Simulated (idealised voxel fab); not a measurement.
Presented below is a process module, voxel self aligned vias.
For reference, the cross-section in this document is cut, with width 275 nm and square cells of 5 nm.
For the purposes of this document, a cross-section shall be understood as a grid of square cells, specified as bands listed in top-to-bottom order, each band consisting of one or more rows of cells. Band entry format. Leading values: height of top, height of bottom, nm. Remainder: materials in left-to-right order, each with its width in nm. Special words: "all across" on a single material, which then fills the band edge to edge; "air", empty space. Height is counted from the level 0, under which the received wafer is composed throughout of one material. The lowest of the bands is not closed at the bottom but continues downward, in the notation "0 nm and below". It should be noted that a width expressed as "30->40" varies in equal increments from row to row of cells within the band, taking the value of the first number at the top row and that of the second number at the bottom row. "no change occurred" for a step: no cell of the cross-section changed in that step. Reported under the label "Enclosed void catalog" are the empty spaces having no open way to the top and comprising 8 cells or more; the notation for each is width x height at distance, in which the distance is measured from the left edge and all three values are in nm. Post-settings text on a step line: simulator's own remark regarding the step. The line of a step may include "overlay nm". On a step with a mask, this value is how far to the right of its planned place the mask lay. A negative value means the mask lay to the left.

-- Planned process steps
1. op RECEIVE | material Si
2. op CONFORMAL_DEP | material SiO2 | thk nm 15
3. op CONFORMAL_DEP | material SiCN | thk nm 5
4. op DIRECTIONAL_DEP | material SiO2 | thk nm 30
5. op DIRECTIONAL_DEP | material aC | thk nm 15
6. op PATTERN | tone open | mask id LINES | material resist | width nm 20 | pitch nm 65 | thk nm 35 | overlay nm 0
7. op DIRECTIONAL_ETCH | etch materials aC | depth nm 15
8. op STRIP | etch materials resist
9. op DIRECTIONAL_ETCH | etch materials SiO2 | depth nm 30
10. op STRIP | etch materials aC
11. op CONFORMAL_DEP | material TiN | thk nm 5
12. op FILL_DEP | material W | thk nm 5
13. op CMP | height nm 50
14. op SELECTIVE_ETCH | etch materials W Ru TiN | depth nm 5
15. op FILL_DEP | material SiN | thk nm 10
16. op CMP | height nm 50
17. op DIRECTIONAL_DEP | material SiO2 | thk nm 15
18. op DIRECTIONAL_DEP | material aC | thk nm 15
19. op PATTERN | tone open | mask id VIAS | material resist | width nm 40 | pitch nm 130 | thk nm 35 | overlay nm 0
20. op DIRECTIONAL_ETCH | etch materials aC | depth nm 15
21. op STRIP | etch materials resist
22. op DIRECTIONAL_ETCH | etch materials SiO2 | depth nm 15
23. op DIRECTIONAL_ETCH | etch materials SiN | depth nm 5
24. op STRIP | etch materials aC
25. op CONFORMAL_DEP | material TiN | thk nm 5
26. op FILL_DEP | material Cu | thk nm 5
27. op CMP | height nm 65
28. op CONFORMAL_DEP | material SiCN | thk nm 5

-- What follows covers the first of two wafers; it ran as planned

-- As-received state of the wafer in cross-section, equivalent to post-step 1
0 nm and below: Si all across
Enclosed void catalog: none

-- Cross-section through the wafer, step 2 finished
15 nm to 0 nm: SiO2 all across
Below 0 it's all the same as before, nothing changed down there.

-- Cross-section through the wafer, step 3 finished
20 nm to 15 nm: SiCN all across
Below 15 it's all the same as before, nothing changed down there.

-- Cross-section through the wafer, step 4 finished
50 nm to 20 nm: SiO2 all across
Below 20 it's all the same as before, nothing changed down there.

-- Cross-section through the wafer, step 5 finished
65 nm to 50 nm: aC all across
Below 50 it's all the same as before, nothing changed down there.

-- Cross-section through the wafer, step 6 finished
100 nm to 65 nm: resist (60)  air (20)  resist (45)  air (20)  resist (45)  air (20)  resist (65)
Below 65 it's all the same as before, nothing changed down there.

-- Cross-section through the wafer, step 7 finished
85 nm to 65 nm: resist (60)  air (20)  resist (45)  air (20)  resist (45)  air (20)  resist (65)
65 nm to 50 nm: aC (60)  air (20)  aC (45)  air (20)  aC (45)  air (20)  aC (65)
Below 50 it's all the same as before, nothing changed down there.

-- Cross-section through the wafer, step 8 finished
65 nm to 50 nm: aC (60)  air (20)  aC (45)  air (20)  aC (45)  air (20)  aC (65)
Below 50 it's all the same as before, nothing changed down there.

-- Cross-section through the wafer, step 9 finished
65 nm to 50 nm: aC (60)  air (20)  aC (45)  air (20)  aC (45)  air (20)  aC (65)
50 nm to 20 nm: SiO2 (60)  air (20)  SiO2 (45)  air (20)  SiO2 (45)  air (20)  SiO2 (65)
Below 20 it's all the same as before, nothing changed down there.

-- Cross-section through the wafer, step 10 finished
50 nm to 20 nm: SiO2 (60)  air (20)  SiO2 (45)  air (20)  SiO2 (45)  air (20)  SiO2 (65)
Below 20 it's all the same as before, nothing changed down there.

-- Cross-section through the wafer, step 11 finished
55 nm to 50 nm: TiN (65)  air (10)  TiN (55)  air (10)  TiN (55)  air (10)  TiN (70)
50 nm to 25 nm: SiO2 (60)  TiN (5)  air (10)  TiN (5)  SiO2 (45)  TiN (5)  air (10)  TiN (5)  SiO2 (45)  TiN (5)  air (10)  TiN (5)  SiO2 (65)
25 nm to 20 nm: SiO2 (60)  TiN (20)  SiO2 (45)  TiN (20)  SiO2 (45)  TiN (20)  SiO2 (65)
Below 20 it's all the same as before, nothing changed down there.

-- Cross-section through the wafer, step 12 finished
60 nm to 55 nm: W all across
55 nm to 50 nm: TiN (65)  W (10)  TiN (55)  W (10)  TiN (55)  W (10)  TiN (70)
50 nm to 25 nm: SiO2 (60)  TiN (5)  W (10)  TiN (5)  SiO2 (45)  TiN (5)  W (10)  TiN (5)  SiO2 (45)  TiN (5)  W (10)  TiN (5)  SiO2 (65)
Below 25 it's all the same as before, nothing changed down there.

-- Cross-section through the wafer, step 13 finished
50 nm to 25 nm: SiO2 (60)  TiN (5)  W (10)  TiN (5)  SiO2 (45)  TiN (5)  W (10)  TiN (5)  SiO2 (45)  TiN (5)  W (10)  TiN (5)  SiO2 (65)
Below 25 it's all the same as before, nothing changed down there.

-- Cross-section through the wafer, step 14 finished
50 nm to 45 nm: SiO2 (60)  air (20)  SiO2 (45)  air (20)  SiO2 (45)  air (20)  SiO2 (65)
Below 45 it's all the same as before, nothing changed down there.

-- Cross-section through the wafer, step 15 finished
60 nm to 50 nm: SiN all across
50 nm to 45 nm: SiO2 (60)  SiN (20)  SiO2 (45)  SiN (20)  SiO2 (45)  SiN (20)  SiO2 (65)
Below 45 it's all the same as before, nothing changed down there.

-- Cross-section through the wafer, step 16 finished
50 nm to 45 nm: SiO2 (60)  SiN (20)  SiO2 (45)  SiN (20)  SiO2 (45)  SiN (20)  SiO2 (65)
Below 45 it's all the same as before, nothing changed down there.

-- Cross-section through the wafer, step 17 finished
65 nm to 50 nm: SiO2 all across
Below 50 it's all the same as before, nothing changed down there.

-- Cross-section through the wafer, step 18 finished
80 nm to 65 nm: aC all across
Below 65 it's all the same as before, nothing changed down there.

-- Cross-section through the wafer, step 19 finished
115 nm to 80 nm: resist (50)  air (40)  resist (90)  air (40)  resist (55)
Below 80 it's all the same as before, nothing changed down there.

-- Cross-section through the wafer, step 20 finished
100 nm to 80 nm: resist (50)  air (40)  resist (90)  air (40)  resist (55)
80 nm to 65 nm: aC (50)  air (40)  aC (90)  air (40)  aC (55)
Below 65 it's all the same as before, nothing changed down there.

-- Cross-section through the wafer, step 21 finished
80 nm to 65 nm: aC (50)  air (40)  aC (90)  air (40)  aC (55)
Below 65 it's all the same as before, nothing changed down there.

-- Cross-section through the wafer, step 22 finished
80 nm to 65 nm: aC (50)  air (40)  aC (90)  air (40)  aC (55)
65 nm to 50 nm: SiO2 (50)  air (40)  SiO2 (90)  air (40)  SiO2 (55)
Below 50 it's all the same as before, nothing changed down there.

-- Cross-section through the wafer, step 23 finished
80 nm to 65 nm: aC (50)  air (40)  aC (90)  air (40)  aC (55)
65 nm to 50 nm: SiO2 (50)  air (40)  SiO2 (90)  air (40)  SiO2 (55)
50 nm to 45 nm: SiO2 (60)  air (20)  SiO2 (45)  SiN (20)  SiO2 (45)  air (20)  SiO2 (65)
Below 45 it's all the same as before, nothing changed down there.

-- Cross-section through the wafer, step 24 finished
65 nm to 50 nm: SiO2 (50)  air (40)  SiO2 (90)  air (40)  SiO2 (55)
Below 50 it's all the same as before, nothing changed down there.

-- Cross-section through the wafer, step 25 finished
70 nm to 65 nm: TiN (55)  air (30)  TiN (100)  air (30)  TiN (60)
65 nm to 55 nm: SiO2 (50)  TiN (5)  air (30)  TiN (5)  SiO2 (90)  TiN (5)  air (30)  TiN (5)  SiO2 (55)
55 nm to 50 nm: SiO2 (50)  TiN (15)  air (10)  TiN (15)  SiO2 (90)  TiN (15)  air (10)  TiN (15)  SiO2 (55)
50 nm to 45 nm: SiO2 (60)  TiN (20)  SiO2 (45)  SiN (20)  SiO2 (45)  TiN (20)  SiO2 (65)
Below 45 it's all the same as before, nothing changed down there.

-- Cross-section through the wafer, step 26 finished
75 nm to 70 nm: Cu all across
70 nm to 65 nm: TiN (55)  Cu (30)  TiN (100)  Cu (30)  TiN (60)
65 nm to 55 nm: SiO2 (50)  TiN (5)  Cu (30)  TiN (5)  SiO2 (90)  TiN (5)  Cu (30)  TiN (5)  SiO2 (55)
55 nm to 50 nm: SiO2 (50)  TiN (15)  Cu (10)  TiN (15)  SiO2 (90)  TiN (15)  Cu (10)  TiN (15)  SiO2 (55)
Below 50 it's all the same as before, nothing changed down there.

-- Cross-section through the wafer, step 27 finished
65 nm to 55 nm: SiO2 (50)  TiN (5)  Cu (30)  TiN (5)  SiO2 (90)  TiN (5)  Cu (30)  TiN (5)  SiO2 (55)
Below 55 it's all the same as before, nothing changed down there.

-- Cross-section through the wafer, step 28 finished
70 nm to 65 nm: SiCN all across
Below 65 it's all the same as before, nothing changed down there.

-- Second of two: same start, same plan, one run error; steps up to and including 1 match the first

-- Second wafer shown in cross-section at the time step 2 was slated to end
30 nm to 0 nm: SiO2 all across
Below 0 it's all the same as before, nothing changed down there.

-- Second wafer shown in cross-section at the time step 3 was slated to end
35 nm to 30 nm: SiCN all across
Below 30 it's all the same as before, nothing changed down there.

-- Second wafer shown in cross-section at the time step 4 was slated to end
65 nm to 35 nm: SiO2 all across
Below 35 it's all the same as before, nothing changed down there.

-- Second wafer shown in cross-section at the time step 5 was slated to end
80 nm to 65 nm: aC all across
Below 65 it's all the same as before, nothing changed down there.

-- Second wafer shown in cross-section at the time step 6 was slated to end
115 nm to 80 nm: resist (60)  air (20)  resist (45)  air (20)  resist (45)  air (20)  resist (65)
Below 80 it's all the same as before, nothing changed down there.

-- Second wafer shown in cross-section at the time step 7 was slated to end
100 nm to 80 nm: resist (60)  air (20)  resist (45)  air (20)  resist (45)  air (20)  resist (65)
80 nm to 65 nm: aC (60)  air (20)  aC (45)  air (20)  aC (45)  air (20)  aC (65)
Below 65 it's all the same as before, nothing changed down there.

-- Second wafer shown in cross-section at the time step 8 was slated to end
80 nm to 65 nm: aC (60)  air (20)  aC (45)  air (20)  aC (45)  air (20)  aC (65)
Below 65 it's all the same as before, nothing changed down there.

-- Second wafer shown in cross-section at the time step 9 was slated to end
80 nm to 65 nm: aC (60)  air (20)  aC (45)  air (20)  aC (45)  air (20)  aC (65)
65 nm to 35 nm: SiO2 (60)  air (20)  SiO2 (45)  air (20)  SiO2 (45)  air (20)  SiO2 (65)
Below 35 it's all the same as before, nothing changed down there.

-- Second wafer shown in cross-section at the time step 10 was slated to end
65 nm to 35 nm: SiO2 (60)  air (20)  SiO2 (45)  air (20)  SiO2 (45)  air (20)  SiO2 (65)
Below 35 it's all the same as before, nothing changed down there.

-- Second wafer shown in cross-section at the time step 11 was slated to end
70 nm to 65 nm: TiN (65)  air (10)  TiN (55)  air (10)  TiN (55)  air (10)  TiN (70)
65 nm to 40 nm: SiO2 (60)  TiN (5)  air (10)  TiN (5)  SiO2 (45)  TiN (5)  air (10)  TiN (5)  SiO2 (45)  TiN (5)  air (10)  TiN (5)  SiO2 (65)
40 nm to 35 nm: SiO2 (60)  TiN (20)  SiO2 (45)  TiN (20)  SiO2 (45)  TiN (20)  SiO2 (65)
Below 35 it's all the same as before, nothing changed down there.

-- Second wafer shown in cross-section at the time step 12 was slated to end
75 nm to 70 nm: W all across
70 nm to 65 nm: TiN (65)  W (10)  TiN (55)  W (10)  TiN (55)  W (10)  TiN (70)
65 nm to 40 nm: SiO2 (60)  TiN (5)  W (10)  TiN (5)  SiO2 (45)  TiN (5)  W (10)  TiN (5)  SiO2 (45)  TiN (5)  W (10)  TiN (5)  SiO2 (65)
Below 40 it's all the same as before, nothing changed down there.

-- Second wafer shown in cross-section at the time step 13 was slated to end
50 nm to 40 nm: SiO2 (60)  TiN (5)  W (10)  TiN (5)  SiO2 (45)  TiN (5)  W (10)  TiN (5)  SiO2 (45)  TiN (5)  W (10)  TiN (5)  SiO2 (65)
Below 40 it's all the same as before, nothing changed down there.

-- Second wafer shown in cross-section at the time step 14 was slated to end
50 nm to 45 nm: SiO2 (60)  air (20)  SiO2 (45)  air (20)  SiO2 (45)  air (20)  SiO2 (65)
Below 45 it's all the same as before, nothing changed down there.

-- Second wafer shown in cross-section at the time step 15 was slated to end
60 nm to 50 nm: SiN all across
50 nm to 45 nm: SiO2 (60)  SiN (20)  SiO2 (45)  SiN (20)  SiO2 (45)  SiN (20)  SiO2 (65)
Below 45 it's all the same as before, nothing changed down there.

-- Second wafer shown in cross-section at the time step 16 was slated to end
50 nm to 45 nm: SiO2 (60)  SiN (20)  SiO2 (45)  SiN (20)  SiO2 (45)  SiN (20)  SiO2 (65)
Below 45 it's all the same as before, nothing changed down there.

-- Second wafer shown in cross-section at the time step 17 was slated to end
65 nm to 50 nm: SiO2 all across
Below 50 it's all the same as before, nothing changed down there.

-- Second wafer shown in cross-section at the time step 18 was slated to end
80 nm to 65 nm: aC all across
Below 65 it's all the same as before, nothing changed down there.

-- Second wafer shown in cross-section at the time step 19 was slated to end
115 nm to 80 nm: resist (50)  air (40)  resist (90)  air (40)  resist (55)
Below 80 it's all the same as before, nothing changed down there.

-- Second wafer shown in cross-section at the time step 20 was slated to end
100 nm to 80 nm: resist (50)  air (40)  resist (90)  air (40)  resist (55)
80 nm to 65 nm: aC (50)  air (40)  aC (90)  air (40)  aC (55)
Below 65 it's all the same as before, nothing changed down there.

-- Second wafer shown in cross-section at the time step 21 was slated to end
80 nm to 65 nm: aC (50)  air (40)  aC (90)  air (40)  aC (55)
Below 65 it's all the same as before, nothing changed down there.

-- Second wafer shown in cross-section at the time step 22 was slated to end
80 nm to 65 nm: aC (50)  air (40)  aC (90)  air (40)  aC (55)
65 nm to 50 nm: SiO2 (50)  air (40)  SiO2 (90)  air (40)  SiO2 (55)
Below 50 it's all the same as before, nothing changed down there.

-- Second wafer shown in cross-section at the time step 23 was slated to end
80 nm to 65 nm: aC (50)  air (40)  aC (90)  air (40)  aC (55)
65 nm to 50 nm: SiO2 (50)  air (40)  SiO2 (90)  air (40)  SiO2 (55)
50 nm to 45 nm: SiO2 (60)  air (20)  SiO2 (45)  SiN (20)  SiO2 (45)  air (20)  SiO2 (65)
Below 45 it's all the same as before, nothing changed down there.

-- Second wafer shown in cross-section at the time step 24 was slated to end
65 nm to 50 nm: SiO2 (50)  air (40)  SiO2 (90)  air (40)  SiO2 (55)
Below 50 it's all the same as before, nothing changed down there.

-- Second wafer shown in cross-section at the time step 25 was slated to end
70 nm to 65 nm: TiN (55)  air (30)  TiN (100)  air (30)  TiN (60)
65 nm to 55 nm: SiO2 (50)  TiN (5)  air (30)  TiN (5)  SiO2 (90)  TiN (5)  air (30)  TiN (5)  SiO2 (55)
55 nm to 50 nm: SiO2 (50)  TiN (15)  air (10)  TiN (15)  SiO2 (90)  TiN (15)  air (10)  TiN (15)  SiO2 (55)
50 nm to 45 nm: SiO2 (60)  TiN (20)  SiO2 (45)  SiN (20)  SiO2 (45)  TiN (20)  SiO2 (65)
Below 45 it's all the same as before, nothing changed down there.

-- Second wafer shown in cross-section at the time step 26 was slated to end
75 nm to 70 nm: Cu all across
70 nm to 65 nm: TiN (55)  Cu (30)  TiN (100)  Cu (30)  TiN (60)
65 nm to 55 nm: SiO2 (50)  TiN (5)  Cu (30)  TiN (5)  SiO2 (90)  TiN (5)  Cu (30)  TiN (5)  SiO2 (55)
55 nm to 50 nm: SiO2 (50)  TiN (15)  Cu (10)  TiN (15)  SiO2 (90)  TiN (15)  Cu (10)  TiN (15)  SiO2 (55)
Below 50 it's all the same as before, nothing changed down there.

-- Second wafer shown in cross-section at the time step 27 was slated to end
65 nm to 55 nm: SiO2 (50)  TiN (5)  Cu (30)  TiN (5)  SiO2 (90)  TiN (5)  Cu (30)  TiN (5)  SiO2 (55)
Below 55 it's all the same as before, nothing changed down there.

-- Second wafer shown in cross-section at the time step 28 was slated to end
70 nm to 65 nm: SiCN all across
Below 65 it's all the same as before, nothing changed down there.
Short version of what went wrong: in the plan, step 2 was performed twice
The closing comparison, in cells, has the second wafer with more or fewer of some materials than the first: 36 more of SiO2; 18 fewer of TiN; 18 fewer of W
